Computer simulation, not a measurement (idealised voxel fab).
Process module heading - voxel released beams
The figure presents cross-section cut, which has a width of 195 nm and is divided into square cells with an edge length of 5 nm.
Cross-section, as written here: a square-cell grid given band by band from the top down, where a band holds one or more rows of cells. For a band, the entry starts with two heights in nm, that of the top and then that of the bottom, and carries on with the band's materials in order from left to right, each alongside its width in nm; the word "everywhere" beside a single material means it fills the band edge to edge, and "air" means empty space. Measure heights from 0. That's the level where, below it, the as-received wafer is all one material. The lowest band is bottomless and extends downward; write it as in "0 and below". Read "30..40" as a graded width: first number on top, second number at the bottom, same change between each pair of neighbouring rows. "left unchanged", as given for a step, is the statement that not any cell of the cross-section underwent a change during that step. Entry "Catalogued sealed voids" = empty spaces >= 8 cells with no open way to the top; each as width x height at distance, distance from left edge, all nm. The remark found on a step's line after its settings is issued by the simulator itself and pertains to that step. You can add "overlay nm" to a step's line. For a step with a mask, it describes how far the mask lay to the right of its planned position, and a negative number describes a lay to the left.
The process steps that were planned are listed below
1. RECEIVE: material Si
2. CONFORMAL_DEP: material SiN, thk nm 5
3. DIRECTIONAL_DEP: material SiO2, thk nm 15
4. DIRECTIONAL_DEP: material aC, thk nm 10
5. PATTERN: tone open, mask id ANCHOR, material resist, width nm 35, thk nm 30, overlay nm 0
6. DIRECTIONAL_ETCH: etch materials aC, depth nm 10
7. STRIP: etch materials resist
8. DIRECTIONAL_ETCH: etch materials SiO2, depth nm 15
9. STRIP: etch materials aC
10. CONFORMAL_DEP: material polySi, thk nm 15
11. MASKED_ETCH: tone cover, mask id BEAM, width nm 120, etch materials polySi, depth nm 15, overlay nm 0
12. STRIP: etch materials SiO2
Step 1 complete: cross-section of the wafer as received
	0 and below | Si everywhere
	Catalogued sealed voids: none
Result of the module, cross-sectioned: start per above, plan per above, one error in how it was run
	35 down to 20 | 35 of air  15 of polySi  5 of air  100 of polySi  40 of air
	20 down to 5 | 35 of air  35 of polySi  125 of air
	5 down to 0 | SiN everywhere
	0 and below | Si everywhere
	Catalogued sealed voids: none
In executing the process, a mistake was made relative to the plan: not per plan at step 5, really ran PATTERN: tone open, mask id ANCHOR, material resist, width nm 35, thk nm 30, overlay nm -5
